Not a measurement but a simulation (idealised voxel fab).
process module | voxel self aligned vias
cross-section cut | 210 nm wide | cells 5 nm
A cross-section is a grid of square cells, given in bands from the top down. A band is one or more rows of cells.
Each band's line starts with the height of the band's top and of its bottom, in nm. Then come its materials from left to right, each with its width in nm. One material with "throughout" fills the band from edge to edge. "air" is empty space.
Height 0 is the level under which the wafer as received is all one material. The lowest band goes on downwards, as in "0 down".
A width such as "30 to 40" changes by the same amount from each row of cells to the next, from the band's top row to its bottom row.
"no change" after a step means that no cell of the cross-section changed.
closed voids: empty space of 8 cells or more with no open way to the top, each as width x height at its distance from the left edge, in nm
after a step's settings: what the simulator itself notes on the step
overlay nm, on a step with a mask: how far to the right of its planned place the mask lay; to the left if negative
plan
1 op RECEIVE | material Si
2 op CONFORMAL_DEP | material SiO2 | thk nm 10
3 op CONFORMAL_DEP | material SiCN | thk nm 5
4 op DIRECTIONAL_DEP | material lowk | thk nm 20
5 op PATTERN | tone open | mask id LINES | material resist | width nm 30 | pitch nm 55 | thk nm 15 | overlay nm 0
6 op DIRECTIONAL_ETCH | etch materials lowk | depth nm 20
7 op STRIP | etch materials resist
8 op CONFORMAL_DEP | material TiN | thk nm 5
9 op FILL_DEP | material Ru | thk nm 10
10 op CMP | height nm 35
11 op SELECTIVE_ETCH | etch materials W Ru TiN | depth nm 5
12 op FILL_DEP | material SiN | thk nm 5
13 op CMP | height nm 35
14 op DIRECTIONAL_DEP | material lowk | thk nm 20
15 op MASKED_ETCH | tone open | mask id VIAS | width nm 40 | etch materials lowk | depth nm 20 | overlay nm 0
16 op MASKED_ETCH | tone open | mask id VIAS | width nm 40 | etch materials SiN | depth nm 5 | overlay nm 0
17 op CONFORMAL_DEP | material TiN | thk nm 5
18 op FILL_DEP | material W | thk nm 10
19 op CMP | height nm 55
20 op CONFORMAL_DEP | material SiN | thk nm 5
first wafer, as planned
as received, after step 1
  0 down: Si throughout
  closed voids: none
after step 2
  10 to 0: SiO2 throughout
  below 0: unchanged
after step 3
  15 to 10: SiCN throughout
  below 10: unchanged
after step 4
  35 to 15: lowk throughout
  below 15: unchanged
after step 5
  50 to 35: resist 60 | air 30 | resist 25 | air 30 | resist 65
  below 35: unchanged
after step 6
  50 to 35: resist 60 | air 30 | resist 25 | air 30 | resist 65
  35 to 15: lowk 60 | air 30 | lowk 25 | air 30 | lowk 65
  below 15: unchanged
after step 7
  35 to 15: lowk 60 | air 30 | lowk 25 | air 30 | lowk 65
  below 15: unchanged
after step 8
  40 to 35: TiN 65 | air 20 | TiN 35 | air 20 | TiN 70
  35 to 20: lowk 60 | TiN 5 | air 20 | TiN 5 | lowk 25 | TiN 5 | air 20 | TiN 5 | lowk 65
  20 to 15: lowk 60 | TiN 30 | lowk 25 | TiN 30 | lowk 65
  below 15: unchanged
after step 9
  50 to 40: Ru throughout
  40 to 35: TiN 65 | Ru 20 | TiN 35 | Ru 20 | TiN 70
  35 to 20: lowk 60 | TiN 5 | Ru 20 | TiN 5 | lowk 25 | TiN 5 | Ru 20 | TiN 5 | lowk 65
  below 20: unchanged
after step 10
  35 to 20: lowk 60 | TiN 5 | Ru 20 | TiN 5 | lowk 25 | TiN 5 | Ru 20 | TiN 5 | lowk 65
  below 20: unchanged
after step 11
  35 to 30: lowk 60 | air 30 | lowk 25 | air 30 | lowk 65
  below 30: unchanged
after step 12
  40 to 35: SiN throughout
  35 to 30: lowk 60 | SiN 30 | lowk 25 | SiN 30 | lowk 65
  below 30: unchanged
after step 13
  35 to 30: lowk 60 | SiN 30 | lowk 25 | SiN 30 | lowk 65
  below 30: unchanged
after step 14
  55 to 35: lowk throughout
  below 35: unchanged
after step 15
  55 to 35: lowk 55 | air 40 | lowk 115
  below 35: unchanged
after step 16
  55 to 35: lowk 55 | air 40 | lowk 115
  35 to 30: lowk 60 | air 30 | lowk 25 | SiN 30 | lowk 65
  below 30: unchanged
after step 17
  60 to 55: TiN 60 | air 30 | TiN 120
  55 to 40: lowk 55 | TiN 5 | air 30 | TiN 5 | lowk 115
  40 to 35: lowk 55 | TiN 10 | air 20 | TiN 10 | lowk 115
  35 to 30: lowk 60 | TiN 30 | lowk 25 | SiN 30 | lowk 65
  below 30: unchanged
after step 18
  70 to 60: W throughout
  60 to 55: TiN 60 | W 30 | TiN 120
  55 to 40: lowk 55 | TiN 5 | W 30 | TiN 5 | lowk 115
  40 to 35: lowk 55 | TiN 10 | W 20 | TiN 10 | lowk 115
  below 35: unchanged
after step 19
  55 to 40: lowk 55 | TiN 5 | W 30 | TiN 5 | lowk 115
  below 40: unchanged
after step 20
  60 to 55: SiN throughout
  below 55: unchanged
second wafer: like start, like plan, one mistake. Through step 4 it matches the first wafer
when step 5 should have ended
  50 to 35: resist 65 | air 20 | resist 35 | air 20 | resist 70
  below 35: unchanged
when step 6 should have ended
  50 to 35: resist 65 | air 20 | resist 35 | air 20 | resist 70
  35 to 15: lowk 65 | air 20 | lowk 35 | air 20 | lowk 70
  below 15: unchanged
when step 7 should have ended
  35 to 15: lowk 65 | air 20 | lowk 35 | air 20 | lowk 70
  below 15: unchanged
when step 8 should have ended
  40 to 35: TiN 70 | air 10 | TiN 45 | air 10 | TiN 75
  35 to 20: lowk 65 | TiN 5 | air 10 | TiN 5 | lowk 35 | TiN 5 | air 10 | TiN 5 | lowk 70
  20 to 15: lowk 65 | TiN 20 | lowk 35 | TiN 20 | lowk 70
  below 15: unchanged
when step 9 should have ended
  50 to 40: Ru throughout
  40 to 35: TiN 70 | Ru 10 | TiN 45 | Ru 10 | TiN 75
  35 to 20: lowk 65 | TiN 5 | Ru 10 | TiN 5 | lowk 35 | TiN 5 | Ru 10 | TiN 5 | lowk 70
  below 20: unchanged
when step 10 should have ended
  35 to 20: lowk 65 | TiN 5 | Ru 10 | TiN 5 | lowk 35 | TiN 5 | Ru 10 | TiN 5 | lowk 70
  below 20: unchanged
when step 11 should have ended
  35 to 30: lowk 65 | air 20 | lowk 35 | air 20 | lowk 70
  below 30: unchanged
when step 12 should have ended
  40 to 35: SiN throughout
  35 to 30: lowk 65 | SiN 20 | lowk 35 | SiN 20 | lowk 70
  below 30: unchanged
when step 13 should have ended
  35 to 30: lowk 65 | SiN 20 | lowk 35 | SiN 20 | lowk 70
  below 30: unchanged
when step 14 should have ended
  55 to 35: lowk throughout
  below 35: unchanged
when step 15 should have ended
  55 to 35: lowk 55 | air 40 | lowk 115
  below 35: unchanged
when step 16 should have ended
  55 to 35: lowk 55 | air 40 | lowk 115
  35 to 30: lowk 65 | air 20 | lowk 35 | SiN 20 | lowk 70
  below 30: unchanged
when step 17 should have ended
  60 to 55: TiN 60 | air 30 | TiN 120
  55 to 40: lowk 55 | TiN 5 | air 30 | TiN 5 | lowk 115
  40 to 35: lowk 55 | TiN 15 | air 10 | TiN 15 | lowk 115
  35 to 30: lowk 65 | TiN 20 | lowk 35 | SiN 20 | lowk 70
  below 30: unchanged
when step 18 should have ended
  70 to 60: W throughout
  60 to 55: TiN 60 | W 30 | TiN 120
  55 to 40: lowk 55 | TiN 5 | W 30 | TiN 5 | lowk 115
  40 to 35: lowk 55 | TiN 15 | W 10 | TiN 15 | lowk 115
  below 35: unchanged
when step 19 should have ended
  55 to 40: lowk 55 | TiN 5 | W 30 | TiN 5 | lowk 115
  below 40: unchanged
when step 20 should have ended
  60 to 55: SiN throughout
  below 55: unchanged
what went wrong: step 5 ran as: op PATTERN | tone open | mask id LINES | material resist | width nm 20 | pitch nm 55 | thk nm 15 | overlay nm 0
at the end the second wafer has, in cells: 8 fewer of Ru | 2 fewer of SiN | 4 fewer of TiN | 2 fewer of W | 16 more of lowk
